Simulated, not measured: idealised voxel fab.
Herein follows the process module entitled voxel fin reveal.
The cross-section on display is named cut; it measures 180 nm wide, and its cells are 5 nm squares.
How to read a cross-section here: the picture is a grid of square cells, written as bands going from the top down, and any band can span one or more rows of cells.
A band entry consists of two parts. The first gives the height of the band's top and the height of its bottom, in nm. The rest lists the band's materials from left to right, each with its width in nm. A single material labelled with the word "throughout" fills the band from edge to edge, and the word "empty" marks empty space.
The reference from which all heights are counted is 0, the level beneath which the as-received wafer is entirely one material; the lowest band, having no lower bound, proceeds downward and is written after the example "0 and below".
Top row gets the first number, bottom row gets the second, and each row in between changes by the same step: that is how a band width like "30 to 40" works.
For the purposes of this document, the phrase "no alterations made" attached to a step denotes that no cell within the cross-section was modified by that step.
Entry "Enclosed void catalog". Content: empty spaces with no open connection to the top, size 8 cells or greater. Each: width x height at distance. Distance: from left edge. Unit: nm.
The remark found on a step's line after its settings is issued by the simulator itself and pertains to that step.
overlay nm: where the mask lay relative to plan, measured to the right, on steps with a mask; negatives go left.

## Here's what the planned process steps look like
step 1: op RECEIVE | material Si
step 2: op CONFORMAL_DEP | material SiN | thk nm 10
step 3: op DIRECTIONAL_DEP | material aC | thk nm 10
step 4: op PATTERN | tone cover | mask id FINS | material resist | width nm 15 | pitch nm 45 | thk nm 25 | overlay nm 0
step 5: op DIRECTIONAL_ETCH | etch materials aC | depth nm 10
step 6: op STRIP | etch materials resist
step 7: op DIRECTIONAL_ETCH | etch materials SiN | depth nm 10
step 8: op DIRECTIONAL_ETCH | etch materials Si | depth nm 30
step 9: op STRIP | etch materials aC
step 10: op FILL_DEP | material SiO2 | thk nm 10
step 11: op CMP | height nm 10
step 12: op SELECTIVE_ETCH | etch materials SiO2 | depth nm 30
step 13: op STRIP | etch materials SiN
step 14: op CONFORMAL_DEP | material HfO2 | thk nm 5

## Cross-section of the wafer upon arrival, representing the state reached after step 1
* 0 and below  Si throughout
* Enclosed void catalog: none

## The plan above was carried out on the starting structure above with one mistake, and this cross-section shows the wafer at the end of the module
* 5 down to 0  empty 55 nm, then HfO2 25 nm, then empty 20 nm, then HfO2 25 nm, then empty 55 nm
* 0 down to -15  empty 55 nm, then HfO2 5 nm, then Si 15 nm, then HfO2 5 nm, then empty 20 nm, then HfO2 5 nm, then Si 15 nm, then HfO2 5 nm, then empty 55 nm
* -15 down to -20  HfO2 60 nm, then Si 15 nm, then HfO2 30 nm, then Si 15 nm, then HfO2 60 nm
* -20 down to -40  SiO2 60 nm, then Si 15 nm, then SiO2 30 nm, then Si 15 nm, then SiO2 60 nm
* -40 and below  Si throughout
* Enclosed void catalog: none
The mistake made against the process plan was this: step 8 was not run as planned; what actually ran was op DIRECTIONAL_ETCH | etch materials Si | depth nm 40
